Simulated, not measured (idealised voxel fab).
process module | voxel capacitor over wiring
cross-section cut | 200 nm wide | cells 5 nm
A cross-section is a grid of square cells, given in bands from the top down. A band is one or more rows of cells.
Each band's line starts with the height of the band's top and of its bottom, in nm. Then come its materials from left to right, each with its width in nm. One material with "throughout" fills the band from edge to edge. "air" is empty space.
Height 0 is the level under which the wafer as received is all one material. The lowest band goes on downwards, as in "0 down".
A width such as "30 to 40" changes by the same amount from each row of cells to the next, from the band's top row to its bottom row.
"no change" after a step means that no cell of the cross-section changed.
closed voids: empty space of 8 cells or more with no open way to the top, each as width x height at its distance from the left edge, in nm
after a step's settings: what the simulator itself notes on the step
overlay nm, on a step with a mask: how far to the right of its planned place the mask lay; to the left if negative
plan
1 op RECEIVE | material Si
2 op CONFORMAL_DEP | material SiO2 | thk nm 15
3 op CONFORMAL_DEP | material SiCN | thk nm 5
4 op DIRECTIONAL_DEP | material SiO2 | thk nm 20
5 op DIRECTIONAL_DEP | material aC | thk nm 15
6 op PATTERN | tone open | mask id METAL_1 | material resist | width nm 25 | pitch nm 90 | thk nm 35 | overlay nm 0
7 op DIRECTIONAL_ETCH | etch materials aC | depth nm 15
8 op STRIP | etch materials resist
9 op DIRECTIONAL_ETCH | etch materials SiO2 | depth nm 20
10 op DIRECTIONAL_ETCH | etch materials SiCN | depth nm 5
11 op STRIP | etch materials aC
12 op CONFORMAL_DEP | material TiN | thk nm 5
13 op FILL_DEP | material Cu | thk nm 10
14 op CMP | height nm 40
15 op EPI | material Ru | thk nm 5
16 op FILL_DEP | material SiCN | thk nm 5
17 op DIRECTIONAL_DEP | material lowk | thk nm 10
18 op PATTERN | tone open | mask id PLUG_1 | material resist | width nm 15 | thk nm 20 | overlay nm 0
19 op DIRECTIONAL_ETCH | etch materials lowk | depth nm 10
20 op DIRECTIONAL_ETCH | etch materials SiCN | depth nm 5
21 op STRIP | etch materials resist
22 op EPI | material Ru | thk nm 10
23 op EPI | material Ru | thk nm 5
24 op DIRECTIONAL_DEP | material TiN | thk nm 10
25 op DIRECTIONAL_DEP | material HfO2 | thk nm 5
26 op DIRECTIONAL_DEP | material TiN | thk nm 5
27 op DIRECTIONAL_DEP | material aC | thk nm 10
28 op PATTERN | tone cover | mask id UPPER_PLATE | material resist | width nm 70 | thk nm 25 | overlay nm 0
29 op DIRECTIONAL_ETCH | etch materials aC | depth nm 10
30 op STRIP | etch materials resist
31 op DIRECTIONAL_ETCH | etch materials TiN | depth nm 5
32 op DIRECTIONAL_ETCH | etch materials HfO2 | depth nm 5
33 op STRIP | etch materials aC
34 op PATTERN | tone cover | mask id LOWER_PLATE | material resist | width nm 80 | thk nm 15 | overlay nm 0
35 op DIRECTIONAL_ETCH | etch materials TiN | depth nm 10
36 op STRIP | etch materials resist
37 op FILL_DEP | material SiO2 | thk nm 20
38 op CMP | height nm 95
39 op DIRECTIONAL_DEP | material aC | thk nm 15
40 op PATTERN | tone open | mask id PLUG_2 | material resist | width nm 15 | thk nm 30 | overlay nm 0
41 op DIRECTIONAL_ETCH | etch materials aC | depth nm 15
42 op STRIP | etch materials resist
43 op DIRECTIONAL_ETCH | etch materials SiO2 | depth nm 15
44 op STRIP | etch materials aC
45 op CONFORMAL_DEP | material TiN | thk nm 5
46 op FILL_DEP | material Ru | thk nm 5
47 op CMP | height nm 95
48 op CONFORMAL_DEP | material SiCN | thk nm 5
as received, after step 1
  0 down: Si throughout
  closed voids: none
a wafer at the end: this start, this plan, one mistake
  100 to 95: SiCN throughout
  95 to 85: SiO2 60 | TiN 5 | aC 5 | TiN 5 | SiO2 125
  85 to 75: SiO2 60 to 50 | TiN 15 to 70 | SiO2 125 to 80
  75 to 70: SiO2 50 | HfO2 70 | SiO2 80
  70 to 60: SiO2 45 | TiN 80 | SiO2 75
  60 to 50: lowk 50 | Ru 15 | lowk 135
  50 to 45: SiCN 50 | Ru 15 | SiCN 135
  45 to 40: SiCN 35 | Ru 35 | SiCN 55 | Ru 35 | SiCN 40
  40 to 20: SiO2 40 | TiN 5 | Cu 15 | TiN 5 | SiO2 65 | TiN 5 | Cu 15 | TiN 5 | SiO2 45
  20 to 15: SiCN 40 | TiN 25 | SiCN 65 | TiN 25 | SiCN 45
  15 to 0: SiO2 throughout
  0 down: Si throughout
  closed voids: none
what went wrong: step 46 ran as: op FILL_DEP | material aC | thk nm 5
